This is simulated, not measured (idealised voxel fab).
process module | voxel self aligned vias
cross-section cut | 140 nm wide | cells 5 nm
A cross-section is a grid of square cells, given in bands from the top down. A band is one or more rows of cells.
Each band's line starts with the height of the band's top and of its bottom, in nm. Then come its materials from left to right, each with its width in nm. One material with "throughout" fills the band from edge to edge. "air" is empty space.
Height 0 is the level under which the wafer as received is all one material. The lowest band goes on downwards, as in "0 down".
A width such as "30 to 40" changes by the same amount from each row of cells to the next, from the band's top row to its bottom row.
"no change" after a step means that no cell of the cross-section changed.
closed voids: empty space of 8 cells or more with no open way to the top, each as width x height at its distance from the left edge, in nm
after a step's settings: what the simulator itself notes on the step
overlay nm, on a step with a mask: how far to the right of its planned place the mask lay; to the left if negative
plan
1 op RECEIVE | material Si
2 op CONFORMAL_DEP | material SiO2 | thk nm 10
3 op CONFORMAL_DEP | material SiCN | thk nm 5
4 op DIRECTIONAL_DEP | material lowk | thk nm 30
5 op PATTERN | tone open | mask id LINES | material resist | width nm 20 | pitch nm 45 | thk nm 20 | overlay nm 0
6 op DIRECTIONAL_ETCH | etch materials lowk | depth nm 30
7 op STRIP | etch materials resist
8 op CONFORMAL_DEP | material TiN | thk nm 5
9 op FILL_DEP | material W | thk nm 10
10 op CMP | height nm 45
11 op SELECTIVE_ETCH | etch materials W Ru TiN | depth nm 10
12 op FILL_DEP | material SiN | thk nm 5
13 op CMP | height nm 45
14 op DIRECTIONAL_DEP | material lowk | thk nm 20
15 op DIRECTIONAL_DEP | material aC | thk nm 10
16 op PATTERN | tone open | mask id VIAS | material resist | width nm 30 | pitch nm 45 | thk nm 25 | overlay nm 0
17 op DIRECTIONAL_ETCH | etch materials aC | depth nm 10
18 op STRIP | etch materials resist
19 op DIRECTIONAL_ETCH | etch materials lowk | depth nm 20
20 op DIRECTIONAL_ETCH | etch materials SiN | depth nm 10
21 op STRIP | etch materials aC
22 op CONFORMAL_DEP | material TiN | thk nm 5
23 op FILL_DEP | material Cu | thk nm 10
24 op CMP | height nm 65
25 op CONFORMAL_DEP | material SiCN | thk nm 5
as received, after step 1
  0 down: Si throughout
  closed voids: none
a wafer at the end: this start, this plan, one mistake
  70 to 65: SiCN throughout
  65 to 50: lowk 30 | TiN 5 | Cu 20 | TiN 5 | lowk 15 | TiN 5 | Cu 20 | TiN 5 | lowk 35
  50 to 45: lowk 30 | TiN 30 | lowk 15 | TiN 30 | lowk 35
  45 to 40: SiCN throughout
  40 to 10: lowk throughout
  10 to 0: SiO2 throughout
  0 down: Si throughout
  closed voids: none
what went wrong: steps 3 and 4 were swapped
